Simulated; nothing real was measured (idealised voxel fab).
You're looking at the process module voxel trench capacitor.
Cross-section cut: width 140 nm, square cells of 5 nm.
Cross-section layout: square cells on a grid; listed as bands, top to bottom; a band spans one or more cell rows.
Band entry format. Leading values: height of top, height of bottom, nm. Remainder: materials in left-to-right order, each with its width in nm. Special words: "everywhere" on a single material, which then fills the band edge to edge; "air", empty space.
Note: height 0 marks the level under which the wafer is uniformly one material as received. Lowest band unbounded below, written "z 0 and below".
A two-number width, for instance "30->40", indicates that the width is equal to the first number in the top row of the band and to the second number in the bottom row, and that it changes by a constant amount per row of cells.
"all unchanged" means the step left every cell of the cross-section as it was.
The label "Enclosed internal voids" introduces a list of the empty spaces, 8 cells or larger, that have no open way up to the top; each entry in it reads width x height at distance, where the distance is taken from the left edge and all three are stated in nm.
after a step's settings: what the simulator itself notes on the step
"overlay nm" denotes, for a step that has a mask, the displacement of the mask to the right of its planned place, with negative values corresponding to the left.
-- plan
1. op RECEIVE | material Si
2. op CONFORMAL_DEP | material SiN | thk nm 10
3. op PATTERN | tone open | mask id TRENCH | material resist | width nm 30 | pitch nm 55 | thk nm 20 | overlay nm 0
4. op DIRECTIONAL_ETCH | etch materials SiN | depth nm 10
5. op DIRECTIONAL_ETCH | etch materials Si | depth nm 35
6. op STRIP | etch materials resist
7. op CONFORMAL_DEP | material HfO2 | thk nm 5
8. op CONFORMAL_DEP | material TiN | thk nm 5
9. op FILL_DEP | material W | thk nm 10
10. op CMP | height nm 10
-- The following pertains to the first of two wafers, which was processed as planned
-- Cross-section of the incoming wafer, state after step 1
> z 0 and below: Si everywhere
> Enclosed internal voids: none
-- After step 2, in cross-section
> z 10 to 0: SiN everywhere
> For the remainder of the cross-section, below 0, there is no change.
-- After step 3, in cross-section
> z 30 to 10: 25 of resist / 30 of air / 25 of resist / 30 of air / 30 of resist
> For the remainder of the cross-section, below 10, there is no change.
-- After step 4, in cross-section
> z 30 to 10: 25 of resist / 30 of air / 25 of resist / 30 of air / 30 of resist
> z 10 to 0: 25 of SiN / 30 of air / 25 of SiN / 30 of air / 30 of SiN
> For the remainder of the cross-section, below 0, there is no change.
-- After step 5, in cross-section
> z 30 to 10: 25 of resist / 30 of air / 25 of resist / 30 of air / 30 of resist
> z 10 to 0: 25 of SiN / 30 of air / 25 of SiN / 30 of air / 30 of SiN
> z 0 to -35: 25 of Si / 30 of air / 25 of Si / 30 of air / 30 of Si
> For the remainder of the cross-section, below -35, there is no change.
-- After step 6, in cross-section
> z 10 to 0: 25 of SiN / 30 of air / 25 of SiN / 30 of air / 30 of SiN
> For the remainder of the cross-section, below 0, there is no change.
-- After step 7, in cross-section
> z 15 to 10: 30 of HfO2 / 20 of air / 35 of HfO2 / 20 of air / 35 of HfO2
> z 10 to 0: 25 of SiN / 5 of HfO2 / 20 of air / 5 of HfO2 / 25 of SiN / 5 of HfO2 / 20 of air / 5 of HfO2 / 30 of SiN
> z 0 to -30: 25 of Si / 5 of HfO2 / 20 of air / 5 of HfO2 / 25 of Si / 5 of HfO2 / 20 of air / 5 of HfO2 / 30 of Si
> z -30 to -35: 25 of Si / 30 of HfO2 / 25 of Si / 30 of HfO2 / 30 of Si
> For the remainder of the cross-section, below -35, there is no change.
-- After step 8, in cross-section
> z 20 to 15: 35 of TiN / 10 of air / 45 of TiN / 10 of air / 40 of TiN
> z 15 to 10: 30 of HfO2 / 5 of TiN / 10 of air / 5 of TiN / 35 of HfO2 / 5 of TiN / 10 of air / 5 of TiN / 35 of HfO2
> z 10 to 0: 25 of SiN / 5 of HfO2 / 5 of TiN / 10 of air / 5 of TiN / 5 of HfO2 / 25 of SiN / 5 of HfO2 / 5 of TiN / 10 of air / 5 of TiN / 5 of HfO2 / 30 of SiN
> z 0 to -25: 25 of Si / 5 of HfO2 / 5 of TiN / 10 of air / 5 of TiN / 5 of HfO2 / 25 of Si / 5 of HfO2 / 5 of TiN / 10 of air / 5 of TiN / 5 of HfO2 / 30 of Si
> z -25 to -30: 25 of Si / 5 of HfO2 / 20 of TiN / 5 of HfO2 / 25 of Si / 5 of HfO2 / 20 of TiN / 5 of HfO2 / 30 of Si
> For the remainder of the cross-section, below -30, there is no change.
-- After step 9, in cross-section
> z 30 to 20: W everywhere
> z 20 to 15: 35 of TiN / 10 of W / 45 of TiN / 10 of W / 40 of TiN
> z 15 to 10: 30 of HfO2 / 5 of TiN / 10 of W / 5 of TiN / 35 of HfO2 / 5 of TiN / 10 of W / 5 of TiN / 35 of HfO2
> z 10 to 0: 25 of SiN / 5 of HfO2 / 5 of TiN / 10 of W / 5 of TiN / 5 of HfO2 / 25 of SiN / 5 of HfO2 / 5 of TiN / 10 of W / 5 of TiN / 5 of HfO2 / 30 of SiN
> z 0 to -25: 25 of Si / 5 of HfO2 / 5 of TiN / 10 of W / 5 of TiN / 5 of HfO2 / 25 of Si / 5 of HfO2 / 5 of TiN / 10 of W / 5 of TiN / 5 of HfO2 / 30 of Si
> For the remainder of the cross-section, below -25, there is no change.
-- After step 10, in cross-section
> z 10 to 0: 25 of SiN / 5 of HfO2 / 5 of TiN / 10 of W / 5 of TiN / 5 of HfO2 / 25 of SiN / 5 of HfO2 / 5 of TiN / 10 of W / 5 of TiN / 5 of HfO2 / 30 of SiN
> For the remainder of the cross-section, below 0, there is no change.
-- Wafer two. Same start, same plan, one slip in execution. Same as wafer one through step 6, inclusive
-- At the planned end of step 7, the second wafer in cross-section
> z 15 to 0: 30 of SiN / 20 of air / 35 of SiN / 20 of air / 35 of SiN
> z 0 to -30: 25 of Si / 5 of SiN / 20 of air / 5 of SiN / 25 of Si / 5 of SiN / 20 of air / 5 of SiN / 30 of Si
> z -30 to -35: 25 of Si / 30 of SiN / 25 of Si / 30 of SiN / 30 of Si
> For the remainder of the cross-section, below -35, there is no change.
-- At the planned end of step 8, the second wafer in cross-section
> z 20 to 15: 35 of TiN / 10 of air / 45 of TiN / 10 of air / 40 of TiN
> z 15 to 0: 30 of SiN / 5 of TiN / 10 of air / 5 of TiN / 35 of SiN / 5 of TiN / 10 of air / 5 of TiN / 35 of SiN
> z 0 to -25: 25 of Si / 5 of SiN / 5 of TiN / 10 of air / 5 of TiN / 5 of SiN / 25 of Si / 5 of SiN / 5 of TiN / 10 of air / 5 of TiN / 5 of SiN / 30 of Si
> z -25 to -30: 25 of Si / 5 of SiN / 20 of TiN / 5 of SiN / 25 of Si / 5 of SiN / 20 of TiN / 5 of SiN / 30 of Si
> For the remainder of the cross-section, below -30, there is no change.
-- At the planned end of step 9, the second wafer in cross-section
> z 30 to 20: W everywhere
> z 20 to 15: 35 of TiN / 10 of W / 45 of TiN / 10 of W / 40 of TiN
> z 15 to 0: 30 of SiN / 5 of TiN / 10 of W / 5 of TiN / 35 of SiN / 5 of TiN / 10 of W / 5 of TiN / 35 of SiN
> z 0 to -25: 25 of Si / 5 of SiN / 5 of TiN / 10 of W / 5 of TiN / 5 of SiN / 25 of Si / 5 of SiN / 5 of TiN / 10 of W / 5 of TiN / 5 of SiN / 30 of Si
> For the remainder of the cross-section, below -25, there is no change.
-- At the planned end of step 10, the second wafer in cross-section
> z 10 to 0: 30 of SiN / 5 of TiN / 10 of W / 5 of TiN / 35 of SiN / 5 of TiN / 10 of W / 5 of TiN / 35 of SiN
> For the remainder of the cross-section, below 0, there is no change.
So what did we get wrong on this run? note that step 7 departed from the planned setting and was carried out as op CONFORMAL_DEP | material SiN | thk nm 5
Wrapping up, a cell-based count of both wafers puts the second over or under the first for these materials: 44 fewer of HfO2, 44 more of SiN
